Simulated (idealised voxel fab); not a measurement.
The process module that follows is named voxel wiring stack.
Displayed cross-section: cut, width of 240 nm, square cells sized 5 nm.
In what follows, cross-sections appear as grids of square cells, described through bands that run from the top down, where every band is one or more rows of cells. Quick guide to a band line: top height, bottom height (nm) up front; then every material left to right with its width in nm. Only one material and it's marked "throughout"? Then it fills the band edge to edge. And "air" just means empty space. Zero point of the height axis is 0; under it, received wafer = one material. Lowest band: continues down indefinitely, "0 down". When a width is written as two numbers, as in "30 to 40", the first number is the width in the top row of cells of the band and the second is the width in its bottom row, and the width changes by the same amount from each row to the next. Given "nothing was modified" for a step, no cell of the cross-section differs between before and after that step. The label "Entrapped voids" introduces a list of the empty spaces, 8 cells or larger, that have no open way up to the top; each entry in it reads width x height at distance, where the distance is taken from the left edge and all three are stated in nm. Where a step's line continues beyond its settings, the continuation is a remark by the simulator itself on that step. overlay nm: mask offset rightward from planned place, masked step; negative means leftward offset.

**Process steps (planned)**
1: RECEIVE, material Si
2: CONFORMAL_DEP, material SiO2, thk nm 10
3: DIRECTIONAL_DEP, material TiN, thk nm 5
4: DIRECTIONAL_DEP, material Ru, thk nm 15
5: PATTERN, tone cover, mask id METAL_1, material resist, width nm 25, pitch nm 40, thk nm 15, overlay nm 0
6: DIRECTIONAL_ETCH, etch materials Ru, depth nm 15
7: DIRECTIONAL_ETCH, etch materials TiN, depth nm 5
8: STRIP, etch materials resist
9: CONFORMAL_DEP, material SiN, thk nm 5
10: FILL_DEP, material SiO2, thk nm 10
11: CMP, height nm 30
12: CONFORMAL_DEP, material SiCN, thk nm 5
13: DIRECTIONAL_DEP, material SiO2, thk nm 35
14: MASKED_ETCH, tone open, mask id METAL_2, width nm 25, pitch nm 40, etch materials SiO2, depth nm 20, overlay nm 0
15: DIRECTIONAL_DEP, material aC, thk nm 15
16: PATTERN, tone open, mask id METAL_2_HOLES, material resist, width nm 15, pitch nm 40, thk nm 30, overlay nm 0
17: DIRECTIONAL_ETCH, etch materials aC, depth nm 15
18: STRIP, etch materials resist
19: DIRECTIONAL_ETCH, etch materials SiO2, depth nm 15
20: DIRECTIONAL_ETCH, etch materials SiCN, depth nm 5
21: STRIP, etch materials aC
22: CONFORMAL_DEP, material TiN, thk nm 5
23: FILL_DEP, material Cu, thk nm 10
24: CMP, height nm 70
25: CONFORMAL_DEP, material SiCN, thk nm 5
26: DIRECTIONAL_DEP, material lowk, thk nm 20
27: PATTERN, tone open, mask id PLUG_2, material resist, width nm 15, pitch nm 80, thk nm 20, overlay nm 0
28: DIRECTIONAL_ETCH, etch materials lowk, depth nm 20
29: DIRECTIONAL_ETCH, etch materials SiCN, depth nm 5
30: STRIP, etch materials resist
31: EPI, material Ru, thk nm 10
32: EPI, material Ru, thk nm 10
33: EPI, material Ru, thk nm 5
34: DIRECTIONAL_DEP, material TiN, thk nm 5
35: DIRECTIONAL_DEP, material W, thk nm 15
36: PATTERN, tone cover, mask id METAL_3, material resist, width nm 25, pitch nm 40, thk nm 20, overlay nm 0
37: DIRECTIONAL_ETCH, etch materials W, depth nm 15
38: DIRECTIONAL_ETCH, etch materials TiN, depth nm 5
39: STRIP, etch materials resist
40: CONFORMAL_DEP, material SiCN, thk nm 5
41: FILL_DEP, material SiO2, thk nm 10
42: CMP, height nm 115
43: CONFORMAL_DEP, material SiCN, thk nm 5

**This is the cross-section of the wafer as we received it, i.e. after step 1**
* 0 down = Si throughout
* Entrapped voids: none

**Cross-section, first of two wafers, end of module, run as planned**
* 120 to 115 = SiCN throughout
* 115 to 100 = 40 nm SiO2, then 5 nm SiCN, then 25 nm W, then 5 nm SiCN, then 5 nm SiO2, then 5 nm SiCN, then 25 nm W, then 5 nm SiCN, then 5 nm SiO2, then 5 nm SiCN, then 25 nm W, then 5 nm SiCN, then 5 nm SiO2, then 5 nm SiCN, then 25 nm W, then 5 nm SiCN, then 45 nm SiO2
* 100 to 95 = 45 nm SiCN, then 25 nm TiN, then 15 nm SiCN, then 25 nm TiN, then 15 nm SiCN, then 25 nm TiN, then 15 nm SiCN, then 25 nm TiN, then 50 nm SiCN
* 95 to 75 = 45 nm lowk, then 15 nm Ru, then 65 nm lowk, then 15 nm Ru, then 100 nm lowk
* 75 to 70 = 45 nm SiCN, then 15 nm Ru, then 65 nm SiCN, then 15 nm Ru, then 100 nm SiCN
* 70 to 55 = 45 nm SiO2, then 5 nm TiN, then 15 nm Cu, then 5 nm TiN, then 15 nm SiO2, then 5 nm TiN, then 15 nm Cu, then 5 nm TiN, then 15 nm SiO2, then 5 nm TiN, then 15 nm Cu, then 5 nm TiN, then 15 nm SiO2, then 5 nm TiN, then 15 nm Cu, then 5 nm TiN, then 50 nm SiO2
* 55 to 50 = 45 nm SiO2, then 5 nm TiN, then 5 nm Cu, then 15 nm TiN, then 15 nm SiO2, then 5 nm TiN, then 5 nm Cu, then 15 nm TiN, then 15 nm SiO2, then 5 nm TiN, then 5 nm Cu, then 15 nm TiN, then 15 nm SiO2, then 5 nm TiN, then 5 nm Cu, then 15 nm TiN, then 50 nm SiO2
* 50 to 35 = 45 nm SiO2, then 5 nm TiN, then 5 nm Cu, then 5 nm TiN, then 25 nm SiO2, then 5 nm TiN, then 5 nm Cu, then 5 nm TiN, then 25 nm SiO2, then 5 nm TiN, then 5 nm Cu, then 5 nm TiN, then 25 nm SiO2, then 5 nm TiN, then 5 nm Cu, then 5 nm TiN, then 60 nm SiO2
* 35 to 30 = 45 nm SiCN, then 15 nm TiN, then 25 nm SiCN, then 15 nm TiN, then 25 nm SiCN, then 15 nm TiN, then 25 nm SiCN, then 15 nm TiN, then 60 nm SiCN
* 30 to 15 = 40 nm SiO2, then 5 nm SiN, then 25 nm Ru, then 5 nm SiN, then 5 nm SiO2, then 5 nm SiN, then 25 nm Ru, then 5 nm SiN, then 5 nm SiO2, then 5 nm SiN, then 25 nm Ru, then 5 nm SiN, then 5 nm SiO2, then 5 nm SiN, then 25 nm Ru, then 5 nm SiN, then 45 nm SiO2
* 15 to 10 = 45 nm SiN, then 25 nm TiN, then 15 nm SiN, then 25 nm TiN, then 15 nm SiN, then 25 nm TiN, then 15 nm SiN, then 25 nm TiN, then 50 nm SiN
* 10 to 0 = SiO2 throughout
* 0 down = Si throughout
* Entrapped voids: none

**Wafer two, sectioned after the module: the first wafer's start, the first wafer's plan, and one mistake in how it was run**
* 120 to 115 = SiCN throughout
* 115 to 100 = 40 nm SiO2, then 5 nm SiCN, then 25 nm W, then 5 nm SiCN, then 5 nm SiO2, then 5 nm SiCN, then 25 nm W, then 5 nm SiCN, then 5 nm SiO2, then 5 nm SiCN, then 25 nm W, then 5 nm SiCN, then 5 nm SiO2, then 5 nm SiCN, then 25 nm W, then 5 nm SiCN, then 45 nm SiO2
* 100 to 95 = 45 nm SiCN, then 25 nm TiN, then 15 nm SiCN, then 25 nm TiN, then 15 nm SiCN, then 25 nm TiN, then 15 nm SiCN, then 25 nm TiN, then 50 nm SiCN
* 95 to 75 = 45 nm lowk, then 15 nm Ru, then 65 nm lowk, then 15 nm Ru, then 100 nm lowk
* 75 to 70 = 45 nm SiCN, then 15 nm Ru, then 65 nm SiCN, then 15 nm Ru, then 100 nm SiCN
* 70 to 55 = 45 nm SiO2, then 5 nm TiN, then 15 nm Cu, then 5 nm TiN, then 15 nm SiO2, then 5 nm TiN, then 15 nm Cu, then 5 nm TiN, then 15 nm SiO2, then 5 nm TiN, then 15 nm Cu, then 5 nm TiN, then 15 nm SiO2, then 5 nm TiN, then 15 nm Cu, then 5 nm TiN, then 50 nm SiO2
* 55 to 50 = 45 nm SiO2, then 5 nm TiN, then 5 nm Cu, then 15 nm TiN, then 15 nm SiO2, then 5 nm TiN, then 5 nm Cu, then 15 nm TiN, then 15 nm SiO2, then 5 nm TiN, then 5 nm Cu, then 15 nm TiN, then 15 nm SiO2, then 5 nm TiN, then 5 nm Cu, then 15 nm TiN, then 50 nm SiO2
* 50 to 35 = 45 nm SiO2, then 5 nm TiN, then 5 nm Cu, then 5 nm TiN, then 25 nm SiO2, then 5 nm TiN, then 5 nm Cu, then 5 nm TiN, then 25 nm SiO2, then 5 nm TiN, then 5 nm Cu, then 5 nm TiN, then 25 nm SiO2, then 5 nm TiN, then 5 nm Cu, then 5 nm TiN, then 60 nm SiO2
* 35 to 30 = 45 nm SiCN, then 15 nm TiN, then 25 nm SiCN, then 15 nm TiN, then 25 nm SiCN, then 15 nm TiN, then 25 nm SiCN, then 15 nm TiN, then 60 nm SiCN
* 30 to 20 = 40 nm SiO2, then 5 nm SiN, then 25 nm Ru, then 5 nm SiN, then 5 nm SiO2, then 5 nm SiN, then 25 nm Ru, then 5 nm SiN, then 5 nm SiO2, then 5 nm SiN, then 25 nm Ru, then 5 nm SiN, then 5 nm SiO2, then 5 nm SiN, then 25 nm Ru, then 5 nm SiN, then 45 nm SiO2
* 20 to 15 = 45 nm SiN, then 25 nm Ru, then 15 nm SiN, then 25 nm Ru, then 15 nm SiN, then 25 nm Ru, then 15 nm SiN, then 25 nm Ru, then 50 nm SiN
* 15 to 10 = aC throughout
* 10 to 0 = SiO2 throughout
* 0 down = Si throughout
* Entrapped voids: none
It is concluded that the wafer was processed incorrectly with respect to the plan, in that for step 3, the planned setting was not used; the step was instead run as DIRECTIONAL_DEP, material aC, thk nm 5
Count the cells at the end and the second wafer has more or fewer of some materials than the first: SiN: 8 fewer; SiO2: 20 fewer; TiN: 20 fewer; aC: 48 more
